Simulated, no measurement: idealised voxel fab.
Herein follows the process module entitled voxel self aligned vias.
Cross-section cut: width 175 nm, square cells of 5 nm.
Cross-section = grid of square cells, listed top down in bands; band = one or more rows.
It is stipulated that each band's entry specify, in nanometres, the height of the top of the band and then that of its bottom, followed by the materials of the band in left-to-right sequence, each together with its width in nanometres. A single material marked by the word "everywhere" is understood to fill the band from edge to edge; the word "blank" is understood to denote empty space.
Beneath 0, the wafer as received is one material, and that level is where height counting begins. The lowest band goes on downward without a bottom; it is written like "0..down".
Width spec "30->40" -> top row of cells at first value, bottom row at second value, equal per-row change in between.
Step marked "nothing changed"? Then no cell in the cross-section changed in it.
"Cavities, closed" specifies each empty space that is not open to the top and that occupies no fewer than 8 cells, using the form width x height at distance, the distance measured from the left edge and all three quantities in nm.
On a step's line, text after the settings is the simulator commenting on that step.
overlay nm, on a step with a mask: how far to the right of its planned place the mask lay; to the left if negative
Set out below are the planned steps of the process
1 RECEIVE,material Si
2 CONFORMAL_DEP,material SiO2,thk nm 15
3 CONFORMAL_DEP,material SiCN,thk nm 5
4 DIRECTIONAL_DEP,material lowk,thk nm 20
5 PATTERN,tone open,mask id LINES,material resist,width nm 20,pitch nm 70,thk nm 15,overlay nm 0
6 DIRECTIONAL_ETCH,etch materials lowk,depth nm 20
7 STRIP,etch materials resist
8 CONFORMAL_DEP,material TiN,thk nm 5
9 FILL_DEP,material Ru,thk nm 10
10 CMP,height nm 40
11 SELECTIVE_ETCH,etch materials W Ru TiN,depth nm 5
12 FILL_DEP,material SiN,thk nm 10
13 CMP,height nm 40
14 DIRECTIONAL_DEP,material lowk,thk nm 20
15 PATTERN,tone open,mask id VIAS,material resist,width nm 40,thk nm 20,overlay nm 0
16 DIRECTIONAL_ETCH,etch materials lowk,depth nm 20
17 DIRECTIONAL_ETCH,etch materials SiN,depth nm 5
18 STRIP,etch materials resist
19 CONFORMAL_DEP,material TiN,thk nm 5
20 FILL_DEP,material W,thk nm 5
21 CMP,height nm 60
22 CONFORMAL_DEP,material SiCN,thk nm 5
Incoming wafer, cross-sectional view, post step 1
* 0..down  Si everywhere
* Cavities, closed: none
Result of the module, cross-sectioned: start per above, plan per above, one error in how it was run
* 65..60  SiCN everywhere
* 60..45  30 lowk; 5 TiN; 30 W; 5 TiN; 105 lowk
* 45..40  30 lowk; 40 TiN; 105 lowk
* 40..35  30 SiN; 10 TiN; 20 lowk; 10 TiN; 40 SiN; 20 lowk; 45 SiN
* 35..25  35 Ru; 5 TiN; 20 lowk; 5 TiN; 40 Ru; 5 TiN; 20 lowk; 5 TiN; 40 Ru
* 25..20  40 TiN; 20 lowk; 50 TiN; 20 lowk; 45 TiN
* 20..15  SiCN everywhere
* 15..0  SiO2 everywhere
* 0..down  Si everywhere
* Cavities, closed: none
What broke from the plan during processing? step 5 ran with different settings than intended, the actual operation and settings being PATTERN,tone cover,mask id LINES,material resist,width nm 20,pitch nm 70,thk nm 15,overlay nm 0
